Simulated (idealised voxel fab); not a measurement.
Herein follows the process module entitled voxel self aligned contacts.
It is cross-section cut that appears here, measuring 280 nm in width, its square cells being 5 nm in size.
In this document a cross-section is written as a grid of square cells. It is given as a series of bands, listed from the top down, and a band is one or more rows of cells. Band: top height; bottom height; in nm. Then, left to right: material with width in nm, for each material. "everywhere": a single material spanning edge to edge. "air": empty space. All heights in this document are referenced to 0, defined as the level beneath which the wafer, as received, consists entirely of one material. The lowest band is not bounded below; it extends indefinitely downward and is written in the form "z 0 and below". Width "30..40": first value at the band's top row of cells, second value at its bottom row, equal change from row to row. "no change" after a step means that no cell of the cross-section changed. The entry titled "Sealed cavities" provides the empty spaces that have no open way to the top, restricted to those of 8 cells or more. Each is presented as width x height at distance, the distance being measured from the left edge, with all three in nm. Where a step's line continues beyond its settings, the continuation is a remark by the simulator itself on that step. A step line may carry the setting "overlay nm", which, for steps involving a mask, states the distance by which the mask lay to the right of its intended position; negative values denote displacement to the left.
The planned process steps are enumerated hereunder
1) RECEIVE, material Si
2) CONFORMAL_DEP, material SiO2, thk nm 5
3) DIRECTIONAL_DEP, material polySi, thk nm 30
4) DIRECTIONAL_DEP, material SiN, thk nm 15
5) DIRECTIONAL_DEP, material aC, thk nm 10
6) PATTERN, tone cover, mask id GATE, material resist, width nm 30, pitch nm 60, thk nm 25, overlay nm 0
7) DIRECTIONAL_ETCH, etch materials aC, depth nm 10
8) STRIP, etch materials resist
9) DIRECTIONAL_ETCH, etch materials SiN, depth nm 15
10) DIRECTIONAL_ETCH, etch materials polySi, depth nm 30
11) STRIP, etch materials aC
12) CONFORMAL_DEP, material SiN, thk nm 5
13) DIRECTIONAL_ETCH, etch materials SiN, depth nm 5
14) FILL_DEP, material SiO2, thk nm 15
15) CMP, height nm 60
16) MASKED_ETCH, tone open, mask id CONTACT, width nm 40, etch materials SiO2, depth nm 60, overlay nm 0
17) CONFORMAL_DEP, material TiN, thk nm 5
18) FILL_DEP, material W, thk nm 10
19) CMP, height nm 60
20) CONFORMAL_DEP, material SiCN, thk nm 5
Below: the first of two wafers, run as planned
Cross-section of the wafer at receipt, which is the condition after step 1
	z 0 and below = Si everywhere
	Sealed cavities: none
The wafer, seen in cross-section, after step 2
	z 5 to 0 = SiO2 everywhere
	Everything below 0 is unchanged.
The wafer, seen in cross-section, after step 3
	z 35 to 5 = polySi everywhere
	Everything below 5 is unchanged.
The wafer, seen in cross-section, after step 4
	z 50 to 35 = SiN everywhere
	Everything below 35 is unchanged.
The wafer, seen in cross-section, after step 5
	z 60 to 50 = aC everywhere
	Everything below 50 is unchanged.
The wafer, seen in cross-section, after step 6
	z 85 to 60 = air: 95  resist: 30  air: 30  resist: 30  air: 95
	Everything below 60 is unchanged.
The wafer, seen in cross-section, after step 7
	z 75 to 60 = air: 95  resist: 30  air: 30  resist: 30  air: 95
	z 60 to 50 = air: 95  aC: 30  air: 30  aC: 30  air: 95
	Everything below 50 is unchanged.
The wafer, seen in cross-section, after step 8
	z 60 to 50 = air: 95  aC: 30  air: 30  aC: 30  air: 95
	Everything below 50 is unchanged.
The wafer, seen in cross-section, after step 9
	z 60 to 50 = air: 95  aC: 30  air: 30  aC: 30  air: 95
	z 50 to 35 = air: 95  SiN: 30  air: 30  SiN: 30  air: 95
	Everything below 35 is unchanged.
The wafer, seen in cross-section, after step 10
	z 60 to 50 = air: 95  aC: 30  air: 30  aC: 30  air: 95
	z 50 to 35 = air: 95  SiN: 30  air: 30  SiN: 30  air: 95
	z 35 to 5 = air: 95  polySi: 30  air: 30  polySi: 30  air: 95
	Everything below 5 is unchanged.
The wafer, seen in cross-section, after step 11
	z 50 to 35 = air: 95  SiN: 30  air: 30  SiN: 30  air: 95
	Everything below 35 is unchanged.
The wafer, seen in cross-section, after step 12
	z 55 to 35 = air: 90  SiN: 40  air: 20  SiN: 40  air: 90
	z 35 to 10 = air: 90  SiN: 5  polySi: 30  SiN: 5  air: 20  SiN: 5  polySi: 30  SiN: 5  air: 90
	z 10 to 5 = SiN: 95  polySi: 30  SiN: 30  polySi: 30  SiN: 95
	Everything below 5 is unchanged.
The wafer, seen in cross-section, after step 13
	z 50 to 35 = air: 90  SiN: 40  air: 20  SiN: 40  air: 90
	z 35 to 5 = air: 90  SiN: 5  polySi: 30  SiN: 5  air: 20  SiN: 5  polySi: 30  SiN: 5  air: 90
	Everything below 5 is unchanged.
The wafer, seen in cross-section, after step 14
	z 65 to 50 = SiO2 everywhere
	z 50 to 35 = SiO2: 90  SiN: 40  SiO2: 20  SiN: 40  SiO2: 90
	z 35 to 5 = SiO2: 90  SiN: 5  polySi: 30  SiN: 5  SiO2: 20  SiN: 5  polySi: 30  SiN: 5  SiO2: 90
	Everything below 5 is unchanged.
The wafer, seen in cross-section, after step 15
	z 60 to 50 = SiO2 everywhere
	Everything below 50 is unchanged.
The wafer, seen in cross-section, after step 16
	z 60 to 50 = SiO2: 120  air: 40  SiO2: 120
	z 50 to 35 = SiO2: 90  SiN: 40  air: 20  SiN: 40  SiO2: 90
	z 35 to 5 = SiO2: 90  SiN: 5  polySi: 30  SiN: 5  air: 20  SiN: 5  polySi: 30  SiN: 5  SiO2: 90
	z 5 to 0 = SiO2: 130  air: 20  SiO2: 130
	Everything below 0 is unchanged.
The wafer, seen in cross-section, after step 17
	z 65 to 60 = TiN: 125  air: 30  TiN: 125
	z 60 to 50 = SiO2: 120  TiN: 5..15  air: 30..10  TiN: 5..15  SiO2: 120
	z 50 to 35 = SiO2: 90  SiN: 40  TiN: 5  air: 10  TiN: 5  SiN: 40  SiO2: 90
	z 35 to 5 = SiO2: 90  SiN: 5  polySi: 30  SiN: 5  TiN: 5  air: 10  TiN: 5  SiN: 5  polySi: 30  SiN: 5  SiO2: 90
	z 5 to 0 = SiO2: 130  TiN: 20  SiO2: 130
	Everything below 0 is unchanged.
The wafer, seen in cross-section, after step 18
	z 75 to 65 = W everywhere
	z 65 to 60 = TiN: 125  W: 30  TiN: 125
	z 60 to 50 = SiO2: 120  TiN: 5..15  W: 30..10  TiN: 5..15  SiO2: 120
	z 50 to 35 = SiO2: 90  SiN: 40  TiN: 5  W: 10  TiN: 5  SiN: 40  SiO2: 90
	z 35 to 5 = SiO2: 90  SiN: 5  polySi: 30  SiN: 5  TiN: 5  W: 10  TiN: 5  SiN: 5  polySi: 30  SiN: 5  SiO2: 90
	Everything below 5 is unchanged.
The wafer, seen in cross-section, after step 19
	z 60 to 50 = SiO2: 120  TiN: 5..15  W: 30..10  TiN: 5..15  SiO2: 120
	Everything below 50 is unchanged.
The wafer, seen in cross-section, after step 20
	z 65 to 60 = SiCN everywhere
	Everything below 60 is unchanged.
The second wafer was prepared from the same starting point and under the same plan as the first; its processing contained one mistake, and it remains indistinguishable from the first wafer up to and including step 18
Cross-section of the second wafer when, according to plan, step 19 should have finished
	z 70 to 65 = W everywhere
	Everything below 65 is unchanged.
Cross-section of the second wafer when, according to plan, step 20 should have finished
	z 75 to 70 = SiCN everywhere
	Everything below 70 is unchanged.
Processing error: step 19 ran differently from the plan; actual operation with settings: CMP, height nm 70
Final wafer comparison in cells, second versus first, more or fewer per material: +50 TiN, +62 W
